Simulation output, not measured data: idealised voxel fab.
Process module in this document: voxel local oxidation
Cross-section cut spans 260 nm and uses square cells 5 nm in size.
If you're reading a cross-section in this doc, picture square cells in a grid; it comes to you as bands, top ones listed first down to the bottom, and a band can be one or more rows of cells.
Per band: top height and bottom height in nm, followed by the left-to-right materials and their widths in nm; "edge to edge" marks a single material spanning edge to edge, "empty" marks empty space.
It should be noted that heights are counted from 0, beneath which the wafer as supplied is of one material throughout, and that the lowest band possesses no lower boundary but continues downward, as written in "0..down".
Note: "30 to 40" means the width goes from the first number (top row of the band) to the second number (bottom row) in equal steps per row of cells.
"stayed the same" (step): cross-section cells unchanged, all of them.
The entry "Enclosed internal cavities" lists the empty spaces that cover at least 8 cells and have no open path to the top. Each is written as width x height at distance, where the distance is measured from the left edge and all three values are in nm.
What comes after the settings on a step's line is commentary from the simulator itself on that step.
For masked steps, "overlay nm" on the step line gives how far right of plan the mask actually lay; a minus sign means it lay to the left.
These are the steps we planned for the process:
1. RECEIVE,material Si
2. OXIDIZE,depth nm 5
3. CONFORMAL_DEP,material SiN,thk nm 15
4. PATTERN,tone cover,mask id ACTIVE,material resist,width nm 100,pitch nm 125,thk nm 20,overlay nm 0
5. DIRECTIONAL_ETCH,etch materials SiN,depth nm 15
6. STRIP,etch materials resist
7. SELECTIVE_ETCH,etch materials SiO2,depth nm 5
8. OXIDIZE,depth nm 15
9. STRIP,etch materials SiN
first wafer, as planned:
This is the cross-section of the wafer as we received it, i.e. after step 1:
	0..down = Si edge to edge
	Enclosed internal cavities: none
How the wafer stands in section after step 2:
	0..-5 = SiO2 edge to edge
	No changes below -5.
How the wafer stands in section after step 3:
	15..0 = SiN edge to edge
	No changes below 0.
How the wafer stands in section after step 4:
	35..15 = empty=15 / resist=100 / empty=25 / resist=100 / empty=20
	No changes below 15.
How the wafer stands in section after step 5:
	35..15 = empty=15 / resist=100 / empty=25 / resist=100 / empty=20
	15..0 = empty=15 / SiN=100 / empty=25 / SiN=100 / empty=20
	No changes below 0.
How the wafer stands in section after step 6:
	15..0 = empty=15 / SiN=100 / empty=25 / SiN=100 / empty=20
	No changes below 0.
How the wafer stands in section after step 7:
	15..0 = empty=15 / SiN=100 / empty=25 / SiN=100 / empty=20
	0..-5 = empty=20 / SiO2=90 / empty=35 / SiO2=90 / empty=25
	No changes below -5.
How the wafer stands in section after step 8:
	15..0 = empty=15 / SiN=100 / empty=25 / SiN=100 / empty=20
	0..-5 = empty=20 / SiO2=90 / empty=35 / SiO2=90 / empty=25
	-5..-20 = SiO2=35 / Si=60 / SiO2=65 / Si=60 / SiO2=40
	No changes below -20.
How the wafer stands in section after step 9:
	0..-5 = empty=20 / SiO2=90 / empty=35 / SiO2=90 / empty=25
	No changes below -5.
Wafer two: like wafer one in start and plan, but with one mistake in execution; identical up to and including step 8:
Second wafer at the planned finish of step 9, seen in cross-section: stayed the same
In executing the process, a mistake was made relative to the plan: heads up, step 9 of the plan was skipped and never actually ran
End check, counted in cells, second wafer has more or fewer of these materials than the first: SiN +120
